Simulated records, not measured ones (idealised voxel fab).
Process module heading - voxel released beams
The cross-section on display is named cut; it measures 250 nm wide, and its cells are 5 nm squares.
Format of a cross-section: grid, square cells. Given as bands. Order: top down. Band: one or more rows of cells.
Band entry format. Leading values: height of top, height of bottom, nm. Remainder: materials in left-to-right order, each with its width in nm. Special words: "throughout" on a single material, which then fills the band edge to edge; "blank", empty space.
Height reference: 0 = level under which incoming wafer is all one material. Lowest band: no bottom, runs on downward, e.g. "top 0, no bottom".
The width entry "30..40" should be interpreted row by row: the top row of cells in the band takes the first number, the bottom row takes the second number, and the change between adjacent rows is uniform throughout.
"nothing changed" -> step changed no cross-section cell.
"Cavities, closed": sealed empty spaces, 8 cells or more, no open way to top, listed width x height at distance, with distance from the left edge and width, height and distance in nm.
Formally, on a step line, whatever follows the settings is a remark that the simulator itself makes on the step.
Steps that use a mask can have "overlay nm" on their line. It says how far the mask sat to the right of where it was meant to be. Negative means to the left.

**Listed below are the process steps as planned**
1,RECEIVE,material Si
2,CONFORMAL_DEP,material SiN,thk nm 10
3,DIRECTIONAL_DEP,material SiO2,thk nm 10
4,PATTERN,tone open,mask id ANCHOR,material resist,width nm 25,thk nm 15,overlay nm 0
5,DIRECTIONAL_ETCH,etch materials SiO2,depth nm 10
6,STRIP,etch materials resist
7,CONFORMAL_DEP,material polySi,thk nm 10
8,PATTERN,tone cover,mask id BEAM,material resist,width nm 100,thk nm 20,overlay nm 0
9,DIRECTIONAL_ETCH,etch materials polySi,depth nm 10
10,STRIP,etch materials resist
11,STRIP,etch materials SiO2

**Received-state cross-section, reflecting completion of step 1**
* top 0, no bottom  Si throughout
* Cavities, closed: none

**Final cross-section, module run with one mistake (start and plan as above)**
* top 30, bottom 20  blank=65, polySi=20, blank=5, polySi=85, blank=75
* top 20, bottom 10  blank=75, polySi=25, blank=150
* top 10, bottom 0  SiN throughout
* top 0, no bottom  Si throughout
* Cavities, closed: none
In executing the process, a mistake was made relative to the plan: step 8 went in with a setting other than planned; the actual run was PATTERN,tone cover,mask id BEAM,material resist,width nm 110,thk nm 20,overlay nm 0
